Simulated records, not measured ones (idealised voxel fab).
This section sets out a process module, namely voxel double patterning.
Square cell edge 5 nm, section width 250 nm, ID cut.
In what follows, cross-sections appear as grids of square cells, described through bands that run from the top down, where every band is one or more rows of cells.
Top height, bottom height, nm. Materials left to right, width each, nm. Single material + "throughout" = fills band edge to edge. "empty" = empty.
A quick word on heights: they are counted from 0, and under that level the wafer as it came to us is one material throughout. The lowest band is different from the rest in having no bottom; it simply continues downward, written as in "from 0 down".
Note: "30->40" means the width goes from the first number (top row of the band) to the second number (bottom row) in equal steps per row of cells.
When a step is marked "nothing altered", none of the cells in the cross-section changed during that step.
The entry "Enclosed void catalog" lists the empty spaces that cover at least 8 cells and have no open path to the top. Each is written as width x height at distance, where the distance is measured from the left edge and all three values are in nm.
Heads up: the bit after the settings on a step's line is the simulator's remark on that step.
What "overlay nm" on a step's line means: if the step has a mask, that mask lay this far to the right of its planned place, or, when the value is negative, to the left.

Below is the list of planned process steps
1 RECEIVE | material Si
2 CONFORMAL_DEP | material SiO2 | thk nm 10
3 DIRECTIONAL_DEP | material W | thk nm 15
4 DIRECTIONAL_DEP | material SiN | thk nm 10
5 MASKED_ETCH | tone open | mask id FIRST | width nm 15 | pitch nm 50 | etch materials SiN | depth nm 10 | overlay nm 0
6 MASKED_ETCH | tone open | mask id SECOND | width nm 15 | etch materials SiN | depth nm 10 | overlay nm 0
7 DIRECTIONAL_ETCH | etch materials W | depth nm 15
8 STRIP | etch materials SiN

This is the cross-section of the wafer as we received it, i.e. after step 1
  from 0 down: Si throughout
  Enclosed void catalog: none

Final wafer profile in cross-section after the module, from the same start and plan as above, with one mistake made during processing
  from 15 to 10: 90 nm W; 15 nm empty; 10 nm W; 15 nm empty; 10 nm W; 15 nm empty; 95 nm W
  from 10 to 0: SiO2 throughout
  from 0 down: Si throughout
  Enclosed void catalog: none
Error vs. plan: step 3 was run on a setting that differed from the plan, and what really ran there is DIRECTIONAL_DEP | material W | thk nm 5
